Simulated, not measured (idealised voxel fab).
Title: Process Module voxel gate over fins
Cross-section cut: width 205 nm, square cells of 5 nm.
Think of the cross-section as a grid of square cells. We describe it in bands, top to bottom, and each band covers one or more rows of those cells. The entry gives the band's vertical extent as a top height and a bottom height in nm, then its horizontal make-up as materials from left to right, each with a width in nm. "empty" stands for empty space; a single material marked "full width" fills the band edge to edge. Where do heights start? At 0: under that level the wafer as delivered is made of one material only. And the lowest band has no floor; it just carries on downward, as in "0 nm and below". The two numbers in a width such as "30->40" mark its ends across the band: the first belongs to the top row of cells, the second to the bottom row, and from each row to the next the width moves by the same amount. Where the words "no alterations made" appear for a step, the cross-section shows no cell changed by that step; every cell remained as before. So "Enclosed void listing" is basically the list of trapped voids: any empty space of 8 cells or more that can't reach the top through an opening. They're written width x height at distance, the distance being from the left edge, and it's all nm. What comes after the settings on a step's line is commentary from the simulator itself on that step. Among the settings permitted on a step's line is "overlay nm"; applied to a step with a mask, it specifies the extent to which the mask lay to the right of its planned position, whereas a negative figure signifies a position to the left.
The following list gives the planned process steps
step 1: RECEIVE | material Si
step 2: CONFORMAL_DEP | material SiN | thk nm 10
step 3: DIRECTIONAL_DEP | material aC | thk nm 10
step 4: PATTERN | tone cover | mask id FINS | material resist | width nm 15 | pitch nm 40 | thk nm 30 | overlay nm 0
step 5: DIRECTIONAL_ETCH | etch materials aC | depth nm 10
step 6: STRIP | etch materials resist
step 7: DIRECTIONAL_ETCH | etch materials SiN | depth nm 10
step 8: DIRECTIONAL_ETCH | etch materials Si | depth nm 35
step 9: STRIP | etch materials aC
step 10: OXIDIZE | depth nm 5
step 11: FILL_DEP | material SiO2 | thk nm 10
step 12: CMP | height nm 10
step 13: SELECTIVE_ETCH | etch materials SiO2 | depth nm 25
step 14: STRIP | etch materials SiN
step 15: CONFORMAL_DEP | material HfO2 | thk nm 5
step 16: CONFORMAL_DEP | material TiN | thk nm 5
step 17: CONFORMAL_DEP | material TiAl | thk nm 5
step 18: CONFORMAL_DEP | material TiN | thk nm 5
step 19: FILL_DEP | material W | thk nm 10
step 20: CMP | height nm 25
step 21: CONFORMAL_DEP | material SiCN | thk nm 10
The wafers in this document start out alike and differ in the width nm applied at step 4; the plan shows the value used for the first wafer.
This is how the first of several wafers looked in cross-section when it arrived, which is after step 1
	0 nm and below = Si full width
	Enclosed void listing: none
Depicted here is the first of several wafers in cross-section, at module completion following the last step, step 21
	35 nm to 25 nm = SiCN full width
	25 nm to 20 nm = W full width
	20 nm to 15 nm = 40 of W | 125 of TiN | 40 of W
	15 nm to 10 nm = 40 of W | 5 of TiN | 35 of TiAl | 5 of TiN | 35 of TiAl | 5 of TiN | 35 of TiAl | 5 of TiN | 40 of W
	10 nm to 5 nm = 40 of W | 5 of TiN | 5 of TiAl | 25 of TiN | 5 of TiAl | 5 of TiN | 5 of TiAl | 25 of TiN | 5 of TiAl | 5 of TiN | 5 of TiAl | 25 of TiN | 5 of TiAl | 5 of TiN | 40 of W
	5 nm to 0 nm = 45 of TiN | 5 of TiAl | 5 of TiN | 15 of HfO2 | 5 of TiN | 5 of TiAl | 5 of TiN | 5 of TiAl | 5 of TiN | 15 of HfO2 | 5 of TiN | 5 of TiAl | 5 of TiN | 5 of TiAl | 5 of TiN | 15 of HfO2 | 5 of TiN | 5 of TiAl | 45 of TiN
	0 nm to -5 nm = 50 of TiAl | 5 of TiN | 5 of HfO2 | 5 of Si | 5 of HfO2 | 5 of TiN | 15 of TiAl | 5 of TiN | 5 of HfO2 | 5 of Si | 5 of HfO2 | 5 of TiN | 15 of TiAl | 5 of TiN | 5 of HfO2 | 5 of Si | 5 of HfO2 | 5 of TiN | 50 of TiAl
	-5 nm to -10 nm = 55 of TiN | 5 of HfO2 | 5 of Si | 5 of HfO2 | 25 of TiN | 5 of HfO2 | 5 of Si | 5 of HfO2 | 25 of TiN | 5 of HfO2 | 5 of Si | 5 of HfO2 | 55 of TiN
	-10 nm to -15 nm = 60 of HfO2 | 5 of Si | 35 of HfO2 | 5 of Si | 35 of HfO2 | 5 of Si | 60 of HfO2
	-15 nm to -40 nm = 60 of SiO2 | 5 of Si | 35 of SiO2 | 5 of Si | 35 of SiO2 | 5 of Si | 60 of SiO2
	-40 nm and below = Si full width
	Enclosed void listing: none
Last wafer at the end
	35 nm to 25 nm = SiCN full width
	25 nm to 20 nm = W full width
	20 nm to 15 nm = 35 of W | 135 of TiN | 35 of W
	15 nm to 10 nm = 35 of W | 5 of TiN | 125 of TiAl | 5 of TiN | 35 of W
	10 nm to 5 nm = 35 of W | 5 of TiN | 5 of TiAl | 35 of TiN | 5 of TiAl | 35 of TiN | 5 of TiAl | 35 of TiN | 5 of TiAl | 5 of TiN | 35 of W
	5 nm to 0 nm = 40 of TiN | 5 of TiAl | 5 of TiN | 25 of HfO2 | 5 of TiN | 5 of TiAl | 5 of TiN | 25 of HfO2 | 5 of TiN | 5 of TiAl | 5 of TiN | 25 of HfO2 | 5 of TiN | 5 of TiAl | 40 of TiN
	0 nm to -5 nm = 45 of TiAl | 5 of TiN | 5 of HfO2 | 15 of Si | 5 of HfO2 | 5 of TiN | 5 of TiAl | 5 of TiN | 5 of HfO2 | 15 of Si | 5 of HfO2 | 5 of TiN | 5 of TiAl | 5 of TiN | 5 of HfO2 | 15 of Si | 5 of HfO2 | 5 of TiN | 45 of TiAl
	-5 nm to -10 nm = 50 of TiN | 5 of HfO2 | 15 of Si | 5 of HfO2 | 15 of TiN | 5 of HfO2 | 15 of Si | 5 of HfO2 | 15 of TiN | 5 of HfO2 | 15 of Si | 5 of HfO2 | 50 of TiN
	-10 nm to -15 nm = 55 of HfO2 | 15 of Si | 25 of HfO2 | 15 of Si | 25 of HfO2 | 15 of Si | 55 of HfO2
	-15 nm to -40 nm = 55 of SiO2 | 15 of Si | 25 of SiO2 | 15 of Si | 25 of SiO2 | 15 of Si | 55 of SiO2
	-40 nm and below = Si full width
	Enclosed void listing: none
Quick key for the table: a row per wafer, taken at the end of the module. For each material it tells you how many cells the wafer gained (+) or lost (-) since it came in, and the closed voids come after
width nm 15, +59 HfO2, -304 Si, +82 SiCN, +190 SiO2, +59 TiAl, +112 TiN, +89 W, Enclosed void listing: none
width nm 20, +59 HfO2, -280 Si, +82 SiCN, +175 SiO2, +59 TiAl, +106 TiN, +86 W, Enclosed void listing: none
width nm 25, +59 HfO2, -256 Si, +82 SiCN, +160 SiO2, +53 TiAl, +106 TiN, +83 W, Enclosed void listing: none
